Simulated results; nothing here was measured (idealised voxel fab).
Name of the process module below: voxel released beams
cross-section cut | 285 nm wide | cells 5 nm
Bands, listed from the top down, are how a cross-section gets written in this document; the cross-section itself is a grid of square cells, and a band is one or more rows of them.
Heads up on the band format: heights come first, top then bottom, in nm. After that it's the materials left to right, each with its width in nm. A single material flagged "everywhere" fills the whole band edge to edge, and "blank" means there's empty space there.
Note: height 0 marks the level under which the wafer is uniformly one material as received. Lowest band unbounded below, written "0 and below".
Width "30..40": first value at the band's top row of cells, second value at its bottom row, equal change from row to row.
Where the words "no alteration" appear for a step, the cross-section shows no cell changed by that step; every cell remained as before.
Heads up: "Fully sealed voids" only lists the empty pockets with no open path to the top that are 8 cells or more, and it writes them as width x height at distance, distance from the left edge, in nm.
Text after the settings on a step's line: the simulator's own remark on that step.
"overlay nm", when on a step's line for a step with a mask, measures how far to the right of its planned place the mask lay; a negative measure means to the left.

Listed below are the process steps as planned
| 1 | RECEIVE | material Si |
| 2 | CONFORMAL_DEP | material Al2O3 | thk nm 5 |
| 3 | DIRECTIONAL_DEP | material SiO2 | thk nm 20 |
| 4 | PATTERN | tone open | mask id ANCHOR | material resist | width nm 35 | thk nm 20 | overlay nm 0 |
| 5 | DIRECTIONAL_ETCH | etch materials SiO2 | depth nm 20 |
| 6 | STRIP | etch materials resist |
| 7 | CONFORMAL_DEP | material SiN | thk nm 15 |
| 8 | MASKED_ETCH | tone cover | mask id BEAM | width nm 85 | etch materials SiN | depth nm 15 | overlay nm 0 |
| 9 | STRIP | etch materials SiO2 |

Here's what the wafer looked like in cross-section when it arrived - that's after step 1
  0 and below: Si everywhere
  Fully sealed voids: none

Post-module cross-section of the first of two wafers (run per plan)
  40 down to 25: blank 95 nm | SiN 20 nm | blank 5 nm | SiN 60 nm | blank 105 nm
  25 down to 20: blank 100 nm | SiN 15 nm | blank 5 nm | SiN 15 nm | blank 150 nm
  20 down to 5: blank 100 nm | SiN 35 nm | blank 150 nm
  5 down to 0: Al2O3 everywhere
  0 and below: Si everywhere
  Fully sealed voids: none

Second of two wafers, module complete, sectioned: it shares the first wafer's start and plan but was run with one mistake
  35 down to 25: blank 95 nm | SiN 15 nm | blank 15 nm | SiN 55 nm | blank 105 nm
  25 down to 15: blank 100 nm | SiN 10 nm | blank 15 nm | SiN 10 nm | blank 150 nm
  15 down to 5: blank 100 nm | SiN 35 nm | blank 150 nm
  5 down to 0: Al2O3 everywhere
  0 and below: Si everywhere
  Fully sealed voids: none
The plan and the run diverged here: step 7 off recipe, ran as CONFORMAL_DEP | material SiN | thk nm 10
End of process, cell counts, second wafer against first, materials with more or fewer: SiN: 25 fewer
